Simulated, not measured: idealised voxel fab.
The process module that follows is named voxel transistor to metal.
This is section cut - it's 150 nm across, gridded in 5 nm square cells.
This document writes a cross-section as a grid whose cells are square, and gives it as bands, listed from the top down; one or more rows of cells form a band.
In this notation a band is specified by the heights of its top and bottom, in that order and in nm, after which its materials appear from left to right, each paired with its width in nm. The word "edge to edge" attached to a single material means that material fills the band from edge to edge; the word "air" stands for empty space.
Basically, 0 is our baseline, since under it the wafer straight out of the box is all one material. The bottom band has no lower end and keeps on going down, so it looks like "0 down".
A width such as "30 to 40" changes by the same amount from each row of cells to the next, from the band's top row to its bottom row.
Basically "nothing was modified" means that step didn't change any cell in the cross-section.
Basically, "Voids, fully enclosed" tells you about the enclosed voids: empty spaces with no open way to the top, 8 cells or bigger, each written width x height at distance, where distance is from the left edge, all in nm.
Heads up: the bit after the settings on a step's line is the simulator's remark on that step.
Regarding "overlay nm": on a step with a mask, it is the distance the mask lay to the right of its planned place; a negative value places it to the left.

Set out below are the planned steps of the process:
1) RECEIVE (material Si)
2) OXIDIZE (depth nm 5)
3) CONFORMAL_DEP (material SiN; thk nm 15)
4) DIRECTIONAL_DEP (material aC; thk nm 15)
5) PATTERN (tone cover; mask id ACTIVE; material resist; width nm 110; thk nm 30; overlay nm 0)
6) DIRECTIONAL_ETCH (etch materials aC; depth nm 15)
7) STRIP (etch materials resist)
8) DIRECTIONAL_ETCH (etch materials SiN; depth nm 15)
9) DIRECTIONAL_ETCH (etch materials SiO2; depth nm 5)
10) DIRECTIONAL_ETCH (etch materials Si; depth nm 20)
11) STRIP (etch materials aC)
12) OXIDIZE (depth nm 5)
13) FILL_DEP (material SiO2; thk nm 10)
14) CMP (height nm 15)
15) SELECTIVE_ETCH (etch materials SiO2; depth nm 5)
16) STRIP (etch materials SiN)
17) SELECTIVE_ETCH (etch materials SiO2; depth nm 5)
18) OXIDIZE (depth nm 5)
19) DIRECTIONAL_DEP (material polySi; thk nm 20)
20) DIRECTIONAL_DEP (material SiCN; thk nm 10)
21) DIRECTIONAL_DEP (material aC; thk nm 15)
22) PATTERN (tone cover; mask id GATE; material resist; width nm 30; thk nm 35; overlay nm 0)
23) DIRECTIONAL_ETCH (etch materials aC; depth nm 15)
24) STRIP (etch materials resist)
25) DIRECTIONAL_ETCH (etch materials SiCN; depth nm 20)
26) DIRECTIONAL_ETCH (etch materials polySi; depth nm 30)
27) STRIP (etch materials aC)
28) CONFORMAL_DEP (material SiO2; thk nm 5)
29) DIRECTIONAL_ETCH (etch materials SiO2; depth nm 5)
30) CONFORMAL_DEP (material SiN; thk nm 5)
31) DIRECTIONAL_ETCH (etch materials SiN; depth nm 5)
32) DIRECTIONAL_ETCH (etch materials SiO2; depth nm 5)
33) DIRECTIONAL_ETCH (etch materials Si; depth nm 15)
34) EPI (material SiGe; thk nm 15)
35) FILL_DEP (material SiO2; thk nm 5)
36) CMP (height nm 15)
37) STRIP (etch materials polySi)
38) SELECTIVE_ETCH (etch materials SiO2; depth nm 5)
39) CONFORMAL_DEP (material HfO2; thk nm 5)
40) CONFORMAL_DEP (material TiN; thk nm 5)
41) FILL_DEP (material W; thk nm 5)
42) CMP (height nm 10)
43) DIRECTIONAL_DEP (material SiO2; thk nm 15)
44) PATTERN (tone open; mask id CONTACT; material resist; width nm 15; pitch nm 85; thk nm 20; overlay nm 0)
45) DIRECTIONAL_ETCH (etch materials SiO2; depth nm 35)
46) STRIP (etch materials resist)
47) CONFORMAL_DEP (material TiN; thk nm 5)
48) FILL_DEP (material W; thk nm 10)
49) CMP (height nm 25)
50) CONFORMAL_DEP (material SiN; thk nm 5)
51) DIRECTIONAL_DEP (material SiO2; thk nm 25)
52) PATTERN (tone open; mask id METAL_1; material resist; width nm 15; pitch nm 85; thk nm 15; overlay nm 0)
53) DIRECTIONAL_ETCH (etch materials SiO2; depth nm 25)
54) DIRECTIONAL_ETCH (etch materials SiN; depth nm 5)
55) STRIP (etch materials resist)
56) CONFORMAL_DEP (material TiN; thk nm 5)
57) FILL_DEP (material Cu; thk nm 10)
58) CMP (height nm 55)
59) EPI (material Ru; thk nm 5)
60) FILL_DEP (material SiCN; thk nm 5)
61) DIRECTIONAL_DEP (material lowk; thk nm 35)
62) DIRECTIONAL_DEP (material aC; thk nm 10)
63) PATTERN (tone open; mask id METAL_2; material resist; width nm 15; pitch nm 85; thk nm 25; overlay nm 0)
64) DIRECTIONAL_ETCH (etch materials aC; depth nm 10)
65) STRIP (etch materials resist)
66) DIRECTIONAL_ETCH (etch materials lowk; depth nm 20)
67) STRIP (etch materials aC)
68) DIRECTIONAL_DEP (material aC; thk nm 15)
69) PATTERN (tone open; mask id METAL_2_HOLES; material resist; width nm 15; pitch nm 85; thk nm 35; overlay nm 0)
70) DIRECTIONAL_ETCH (etch materials aC; depth nm 15)
71) STRIP (etch materials resist)
72) DIRECTIONAL_ETCH (etch materials lowk; depth nm 15)
73) DIRECTIONAL_ETCH (etch materials SiCN; depth nm 5)
74) STRIP (etch materials aC)
75) CONFORMAL_DEP (material TiN; thk nm 5)
76) FILL_DEP (material Cu; thk nm 5)
77) CMP (height nm 100)
78) CONFORMAL_DEP (material SiCN; thk nm 5)

as received, after step 1:
> 0 down | Si edge to edge
> Voids, fully enclosed: none

As-planned run: cross-section of the first of two wafers at end of module:
> 105 to 100 | SiCN edge to edge
> 100 to 65 | 25 nm lowk | 5 nm TiN | 5 nm Cu | 5 nm TiN | 70 nm lowk | 5 nm TiN | 5 nm Cu | 5 nm TiN | 25 nm lowk
> 65 to 60 | 25 nm SiCN | 15 nm TiN | 70 nm SiCN | 15 nm TiN | 25 nm SiCN
> 60 to 55 | 20 nm SiCN | 25 nm Ru | 60 nm SiCN | 25 nm Ru | 20 nm SiCN
> 55 to 30 | 25 nm SiO2 | 5 nm TiN | 5 nm Cu | 5 nm TiN | 70 nm SiO2 | 5 nm TiN | 5 nm Cu | 5 nm TiN | 25 nm SiO2
> 30 to 25 | 25 nm SiN | 15 nm TiN | 70 nm SiN | 15 nm TiN | 25 nm SiN
> 25 to 10 | 25 nm SiO2 | 5 nm TiN | 5 nm W | 5 nm TiN | 70 nm SiO2 | 5 nm TiN | 5 nm W | 5 nm TiN | 25 nm SiO2
> 10 to 5 | 25 nm SiO2 | 15 nm TiN | 10 nm SiO2 | 5 nm SiN | 5 nm HfO2 | 5 nm TiN | 20 nm W | 5 nm TiN | 5 nm HfO2 | 5 nm SiN | 10 nm SiO2 | 15 nm TiN | 25 nm SiO2
> 5 to 0 | 20 nm SiO2 | 5 nm SiN | 10 nm TiN | 15 nm SiGe | 5 nm SiN | 5 nm HfO2 | 5 nm TiN | 20 nm W | 5 nm TiN | 5 nm HfO2 | 5 nm SiN | 15 nm SiGe | 10 nm TiN | 5 nm SiN | 20 nm SiO2
> 0 to -5 | 20 nm SiO2 | 5 nm SiN | 10 nm TiN | 15 nm SiGe | 5 nm SiN | 5 nm HfO2 | 30 nm TiN | 5 nm HfO2 | 5 nm SiN | 15 nm SiGe | 10 nm TiN | 5 nm SiN | 20 nm SiO2
> -5 to -10 | 25 nm SiO2 | 10 nm TiN | 15 nm SiGe | 5 nm SiO2 | 40 nm HfO2 | 5 nm SiO2 | 15 nm SiGe | 10 nm TiN | 25 nm SiO2
> -10 to -25 | 25 nm SiO2 | 25 nm SiGe | 50 nm Si | 25 nm SiGe | 25 nm SiO2
> -25 to -30 | 25 nm SiO2 | 100 nm Si | 25 nm SiO2
> -30 down | Si edge to edge
> Voids, fully enclosed: none

Second wafer of the two, sectioned at the end of the module. It began like the first and followed the same plan, but one mistake was made while running it:
> 105 to 100 | SiCN edge to edge
> 100 to 65 | 25 nm lowk | 5 nm TiN | 5 nm Cu | 5 nm TiN | 70 nm lowk | 5 nm TiN | 5 nm Cu | 5 nm TiN | 25 nm lowk
> 65 to 60 | 25 nm SiCN | 15 nm TiN | 70 nm SiCN | 15 nm TiN | 25 nm SiCN
> 60 to 55 | 20 nm SiCN | 25 nm Ru | 60 nm SiCN | 25 nm Ru | 20 nm SiCN
> 55 to 30 | 25 nm SiO2 | 5 nm TiN | 5 nm Cu | 5 nm TiN | 70 nm SiO2 | 5 nm TiN | 5 nm Cu | 5 nm TiN | 25 nm SiO2
> 30 to 25 | 25 nm SiN | 15 nm TiN | 70 nm SiN | 15 nm TiN | 25 nm SiN
> 25 to 10 | 25 nm SiO2 | 5 nm TiN | 5 nm W | 5 nm TiN | 70 nm SiO2 | 5 nm TiN | 5 nm W | 5 nm TiN | 25 nm SiO2
> 10 to 5 | 25 nm SiO2 | 15 nm TiN | 10 nm SiO2 | 5 nm SiN | 5 nm HfO2 | 5 nm TiN | 20 nm W | 5 nm TiN | 5 nm HfO2 | 5 nm SiN | 10 nm SiO2 | 15 nm TiN | 25 nm SiO2
> 5 to 0 | 20 nm SiO2 | 5 nm SiN | 10 nm SiO2 | 15 nm SiGe | 5 nm SiN | 5 nm HfO2 | 5 nm TiN | 20 nm W | 5 nm TiN | 5 nm HfO2 | 5 nm SiN | 15 nm SiGe | 10 nm SiO2 | 5 nm SiN | 20 nm SiO2
> 0 to -5 | 20 nm SiO2 | 5 nm SiN | 10 nm SiO2 | 15 nm SiGe | 5 nm SiN | 5 nm HfO2 | 30 nm TiN | 5 nm HfO2 | 5 nm SiN | 15 nm SiGe | 10 nm SiO2 | 5 nm SiN | 20 nm SiO2
> -5 to -10 | 35 nm SiO2 | 15 nm SiGe | 5 nm SiO2 | 40 nm HfO2 | 5 nm SiO2 | 15 nm SiGe | 35 nm SiO2
> -10 to -25 | 25 nm SiO2 | 25 nm SiGe | 50 nm Si | 25 nm SiGe | 25 nm SiO2
> -25 to -30 | 25 nm SiO2 | 100 nm Si | 25 nm SiO2
> -30 down | Si edge to edge
> Voids, fully enclosed: none
Which mistake was made when the wafer was run? twice, step 43 of the plan was run
Final comparison by cell count, materials where the second wafer has more or fewer than the first: SiO2 +12; TiN -12
